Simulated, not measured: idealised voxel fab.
Process module heading - voxel gate over fins
The cross-section shown here is cut; it is 225 nm wide and divided into square cells measuring 5 nm on a side.
Throughout this document, each cross-section is represented as a grid of square cells and is presented as a sequence of bands enumerated from the top downward, where a band comprises one or more rows of cells.
It is stipulated that each band's entry specify, in nanometres, the height of the top of the band and then that of its bottom, followed by the materials of the band in left-to-right sequence, each together with its width in nanometres. A single material marked by the word "all across" is understood to fill the band from edge to edge; the word "blank" is understood to denote empty space.
Counting heights begins at 0, where everything beneath is, in the wafer as received, one material. The lowest band has no bottom; it goes on downwards, as "0 nm and below" shows.
Width "30 to 40": first value at the band's top row of cells, second value at its bottom row, equal change from row to row.
It should be understood that the words "changes: none", when stated for a given step, signify that the cross-section underwent no change in any of its cells during that step.
"Closed void roster" contains a list of empty spaces, each no smaller than 8 cells and without an open way to the top, written in the form width x height at distance with the distance from the left edge and all three in nm.
The remark found on a step's line after its settings is issued by the simulator itself and pertains to that step.
overlay nm: right-of-plan distance of the mask on a masked step; negative values mean left-of-plan.
Here's what the planned process steps look like
- 1: RECEIVE [material Si]
- 2: CONFORMAL_DEP [material SiN] [thk nm 10]
- 3: DIRECTIONAL_DEP [material aC] [thk nm 15]
- 4: PATTERN [tone cover] [mask id FINS] [material resist] [width nm 15] [pitch nm 35] [thk nm 30] [overlay nm 0]
- 5: DIRECTIONAL_ETCH [etch materials aC] [depth nm 15]
- 6: STRIP [etch materials resist]
- 7: DIRECTIONAL_ETCH [etch materials SiN] [depth nm 10]
- 8: DIRECTIONAL_ETCH [etch materials Si] [depth nm 40]
- 9: STRIP [etch materials aC]
- 10: OXIDIZE [depth nm 5]
- 11: FILL_DEP [material SiO2] [thk nm 10]
- 12: CMP [height nm 10]
- 13: SELECTIVE_ETCH [etch materials SiO2] [depth nm 20]
- 14: STRIP [etch materials SiN]
- 15: CONFORMAL_DEP [material HfO2] [thk nm 5]
- 16: CONFORMAL_DEP [material TiN] [thk nm 5]
- 17: CONFORMAL_DEP [material TiAl] [thk nm 5]
- 18: CONFORMAL_DEP [material TiN] [thk nm 5]
- 19: FILL_DEP [material W] [thk nm 10]
- 20: CMP [height nm 25]
- 21: CONFORMAL_DEP [material SiN] [thk nm 10]
On the first of the two wafers: run conducted according to plan
Cross-section of the wafer at receipt, which is the condition after step 1
    0 nm and below: Si all across
    Closed void roster: none
The following cross-section depicts the wafer upon completion of step 2
    10 nm to 0 nm: SiN all across
    Whatever lies below 0 is exactly as it was before.
The following cross-section depicts the wafer upon completion of step 3
    25 nm to 10 nm: aC all across
    Whatever lies below 10 is exactly as it was before.
The following cross-section depicts the wafer upon completion of step 4
    55 nm to 25 nm: 50 of blank, 15 of resist, 20 of blank, 15 of resist, 20 of blank, 15 of resist, 20 of blank, 15 of resist, 55 of blank
    Whatever lies below 25 is exactly as it was before.
The following cross-section depicts the wafer upon completion of step 5
    40 nm to 25 nm: 50 of blank, 15 of resist, 20 of blank, 15 of resist, 20 of blank, 15 of resist, 20 of blank, 15 of resist, 55 of blank
    25 nm to 10 nm: 50 of blank, 15 of aC, 20 of blank, 15 of aC, 20 of blank, 15 of aC, 20 of blank, 15 of aC, 55 of blank
    Whatever lies below 10 is exactly as it was before.
The following cross-section depicts the wafer upon completion of step 6
    25 nm to 10 nm: 50 of blank, 15 of aC, 20 of blank, 15 of aC, 20 of blank, 15 of aC, 20 of blank, 15 of aC, 55 of blank
    Whatever lies below 10 is exactly as it was before.
The following cross-section depicts the wafer upon completion of step 7
    25 nm to 10 nm: 50 of blank, 15 of aC, 20 of blank, 15 of aC, 20 of blank, 15 of aC, 20 of blank, 15 of aC, 55 of blank
    10 nm to 0 nm: 50 of blank, 15 of SiN, 20 of blank, 15 of SiN, 20 of blank, 15 of SiN, 20 of blank, 15 of SiN, 55 of blank
    Whatever lies below 0 is exactly as it was before.
The following cross-section depicts the wafer upon completion of step 8
    25 nm to 10 nm: 50 of blank, 15 of aC, 20 of blank, 15 of aC, 20 of blank, 15 of aC, 20 of blank, 15 of aC, 55 of blank
    10 nm to 0 nm: 50 of blank, 15 of SiN, 20 of blank, 15 of SiN, 20 of blank, 15 of SiN, 20 of blank, 15 of SiN, 55 of blank
    0 nm to -40 nm: 50 of blank, 15 of Si, 20 of blank, 15 of Si, 20 of blank, 15 of Si, 20 of blank, 15 of Si, 55 of blank
    Whatever lies below -40 is exactly as it was before.
The following cross-section depicts the wafer upon completion of step 9
    10 nm to 0 nm: 50 of blank, 15 of SiN, 20 of blank, 15 of SiN, 20 of blank, 15 of SiN, 20 of blank, 15 of SiN, 55 of blank
    Whatever lies below 0 is exactly as it was before.
The following cross-section depicts the wafer upon completion of step 10
    10 nm to 0 nm: 50 of blank, 15 of SiN, 20 of blank, 15 of SiN, 20 of blank, 15 of SiN, 20 of blank, 15 of SiN, 55 of blank
    0 nm to -40 nm: 50 of blank, 5 of SiO2, 5 of Si, 5 of SiO2, 20 of blank, 5 of SiO2, 5 of Si, 5 of SiO2, 20 of blank, 5 of SiO2, 5 of Si, 5 of SiO2, 20 of blank, 5 of SiO2, 5 of Si, 5 of SiO2, 55 of blank
    -40 nm to -45 nm: 55 of SiO2, 5 of Si, 30 of SiO2, 5 of Si, 30 of SiO2, 5 of Si, 30 of SiO2, 5 of Si, 60 of SiO2
    Whatever lies below -45 is exactly as it was before.
The following cross-section depicts the wafer upon completion of step 11
    20 nm to 10 nm: SiO2 all across
    10 nm to 0 nm: 50 of SiO2, 15 of SiN, 20 of SiO2, 15 of SiN, 20 of SiO2, 15 of SiN, 20 of SiO2, 15 of SiN, 55 of SiO2
    0 nm to -45 nm: 55 of SiO2, 5 of Si, 30 of SiO2, 5 of Si, 30 of SiO2, 5 of Si, 30 of SiO2, 5 of Si, 60 of SiO2
    Whatever lies below -45 is exactly as it was before.
The following cross-section depicts the wafer upon completion of step 12
    10 nm to 0 nm: 50 of SiO2, 15 of SiN, 20 of SiO2, 15 of SiN, 20 of SiO2, 15 of SiN, 20 of SiO2, 15 of SiN, 55 of SiO2
    Whatever lies below 0 is exactly as it was before.
The following cross-section depicts the wafer upon completion of step 13
    10 nm to 0 nm: 50 of blank, 15 of SiN, 20 of blank, 15 of SiN, 20 of blank, 15 of SiN, 20 of blank, 15 of SiN, 55 of blank
    0 nm to -10 nm: 55 of blank, 5 of Si, 30 of blank, 5 of Si, 30 of blank, 5 of Si, 30 of blank, 5 of Si, 60 of blank
    Whatever lies below -10 is exactly as it was before.
The following cross-section depicts the wafer upon completion of step 14
    0 nm to -10 nm: 55 of blank, 5 of Si, 30 of blank, 5 of Si, 30 of blank, 5 of Si, 30 of blank, 5 of Si, 60 of blank
    Whatever lies below -10 is exactly as it was before.
The following cross-section depicts the wafer upon completion of step 15
    5 nm to 0 nm: 50 of blank, 15 of HfO2, 20 of blank, 15 of HfO2, 20 of blank, 15 of HfO2, 20 of blank, 15 of HfO2, 55 of blank
    0 nm to -5 nm: 50 of blank, 5 of HfO2, 5 of Si, 5 of HfO2, 20 of blank, 5 of HfO2, 5 of Si, 5 of HfO2, 20 of blank, 5 of HfO2, 5 of Si, 5 of HfO2, 20 of blank, 5 of HfO2, 5 of Si, 5 of HfO2, 55 of blank
    -5 nm to -10 nm: 55 of HfO2, 5 of Si, 30 of HfO2, 5 of Si, 30 of HfO2, 5 of Si, 30 of HfO2, 5 of Si, 60 of HfO2
    Whatever lies below -10 is exactly as it was before.
The following cross-section depicts the wafer upon completion of step 16
    10 nm to 5 nm: 45 of blank, 25 of TiN, 10 of blank, 25 of TiN, 10 of blank, 25 of TiN, 10 of blank, 25 of TiN, 50 of blank
    5 nm to 0 nm: 45 of blank, 5 of TiN, 15 of HfO2, 5 of TiN, 10 of blank, 5 of TiN, 15 of HfO2, 5 of TiN, 10 of blank, 5 of TiN, 15 of HfO2, 5 of TiN, 10 of blank, 5 of TiN, 15 of HfO2, 5 of TiN, 50 of blank
    0 nm to -5 nm: 50 of TiN, 5 of HfO2, 5 of Si, 5 of HfO2, 20 of TiN, 5 of HfO2, 5 of Si, 5 of HfO2, 20 of TiN, 5 of HfO2, 5 of Si, 5 of HfO2, 20 of TiN, 5 of HfO2, 5 of Si, 5 of HfO2, 55 of TiN
    Whatever lies below -5 is exactly as it was before.
The following cross-section depicts the wafer upon completion of step 17
    15 nm to 10 nm: 40 of blank, 140 of TiAl, 45 of blank
    10 nm to 5 nm: 40 of blank, 5 of TiAl, 25 of TiN, 10 of TiAl, 25 of TiN, 10 of TiAl, 25 of TiN, 10 of TiAl, 25 of TiN, 5 of TiAl, 45 of blank
    5 nm to 0 nm: 45 of TiAl, 5 of TiN, 15 of HfO2, 5 of TiN, 10 of TiAl, 5 of TiN, 15 of HfO2, 5 of TiN, 10 of TiAl, 5 of TiN, 15 of HfO2, 5 of TiN, 10 of TiAl, 5 of TiN, 15 of HfO2, 5 of TiN, 50 of TiAl
    Whatever lies below 0 is exactly as it was before.
The following cross-section depicts the wafer upon completion of step 18
    20 nm to 15 nm: 35 of blank, 150 of TiN, 40 of blank
    15 nm to 10 nm: 35 of blank, 5 of TiN, 140 of TiAl, 5 of TiN, 40 of blank
    10 nm to 5 nm: 40 of TiN, 5 of TiAl, 25 of TiN, 10 of TiAl, 25 of TiN, 10 of TiAl, 25 of TiN, 10 of TiAl, 25 of TiN, 5 of TiAl, 45 of TiN
    Whatever lies below 5 is exactly as it was before.
The following cross-section depicts the wafer upon completion of step 19
    30 nm to 20 nm: W all across
    20 nm to 15 nm: 35 of W, 150 of TiN, 40 of W
    15 nm to 10 nm: 35 of W, 5 of TiN, 140 of TiAl, 5 of TiN, 40 of W
    Whatever lies below 10 is exactly as it was before.
The following cross-section depicts the wafer upon completion of step 20
    25 nm to 20 nm: W all across
    Whatever lies below 20 is exactly as it was before.
The following cross-section depicts the wafer upon completion of step 21
    35 nm to 25 nm: SiN all across
    Whatever lies below 25 is exactly as it was before.
Companion wafer, the second of two: same beginning, same intended sequence, one mistake in carrying it out; through step 17 inclusive it tracks the first exactly
Cross-section of the second wafer corresponding to the planned conclusion of step 18
    20 nm to 15 nm: 35 of blank, 150 of SiN, 40 of blank
    15 nm to 10 nm: 35 of blank, 5 of SiN, 140 of TiAl, 5 of SiN, 40 of blank
    10 nm to 5 nm: 40 of SiN, 5 of TiAl, 25 of TiN, 10 of TiAl, 25 of TiN, 10 of TiAl, 25 of TiN, 10 of TiAl, 25 of TiN, 5 of TiAl, 45 of SiN
    Whatever lies below 5 is exactly as it was before.
Cross-section of the second wafer corresponding to the planned conclusion of step 19
    30 nm to 20 nm: W all across
    20 nm to 15 nm: 35 of W, 150 of SiN, 40 of W
    15 nm to 10 nm: 35 of W, 5 of SiN, 140 of TiAl, 5 of SiN, 40 of W
    Whatever lies below 10 is exactly as it was before.
Cross-section of the second wafer corresponding to the planned conclusion of step 20
    25 nm to 20 nm: W all across
    Whatever lies below 20 is exactly as it was before.
Cross-section of the second wafer corresponding to the planned conclusion of step 21
    35 nm to 25 nm: SiN all across
    Whatever lies below 25 is exactly as it was before.
Here's what went sideways: off-plan run, step 18, actual operation and settings CONFORMAL_DEP [material SiN] [thk nm 5]
Counted in cells at the end, the second wafer holds more or fewer of these materials than the first: +49 SiN; -49 TiN
